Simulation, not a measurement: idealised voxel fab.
process module | voxel ribs on slabs
cross-section cut | 165 nm wide | cells 5 nm
A cross-section is a grid of square cells, given in bands from the top down. A band is one or more rows of cells.
Each band's line starts with the height of the band's top and of its bottom, in nm. Then come its materials from left to right, each with its width in nm. One material with "throughout" fills the band from edge to edge. "air" is empty space.
Height 0 is the level under which the wafer as received is all one material. The lowest band goes on downwards, as in "0 down".
A width such as "30 to 40" changes by the same amount from each row of cells to the next, from the band's top row to its bottom row.
"no change" after a step means that no cell of the cross-section changed.
closed voids: empty space of 8 cells or more with no open way to the top, each as width x height at its distance from the left edge, in nm
after a step's settings: what the simulator itself notes on the step
overlay nm, on a step with a mask: how far to the right of its planned place the mask lay; to the left if negative
plan
1 op RECEIVE | material Si
2 op DIRECTIONAL_DEP | material SiO2 | thk nm 25
3 op DIRECTIONAL_DEP | material SiN | thk nm 15
4 op MASKED_ETCH | tone cover | mask id RIB | width nm 25 | etch materials SiN | depth nm 5 | overlay nm 0
5 op PATTERN | tone cover | mask id SLAB | material resist | width nm 55 | thk nm 20 | overlay nm 0
6 op DIRECTIONAL_ETCH | etch materials SiN | depth nm 10
7 op STRIP | etch materials resist
8 op FILL_DEP | material SiO2 | thk nm 15
9 op CMP | height nm 50
10 op DIRECTIONAL_DEP | material TiN | thk nm 5
11 op PATTERN | tone cover | mask id HEATER | material resist | width nm 35 | thk nm 20 | overlay nm 0
12 op DIRECTIONAL_ETCH | etch materials TiN | depth nm 5
13 op STRIP | etch materials resist
14 op CONFORMAL_DEP | material SiN | thk nm 10
as received, after step 1
  0 down: Si throughout
  closed voids: none
a wafer at the end: this start, this plan, one mistake
  55 to 50: air 65 | TiN 35 | air 65
  50 to 40: SiO2 throughout
  40 to 35: SiO2 70 | SiN 25 | SiO2 70
  35 to 25: SiO2 55 | SiN 55 | SiO2 55
  25 to 0: SiO2 throughout
  0 down: Si throughout
  closed voids: none
what went wrong: step 14 was left out
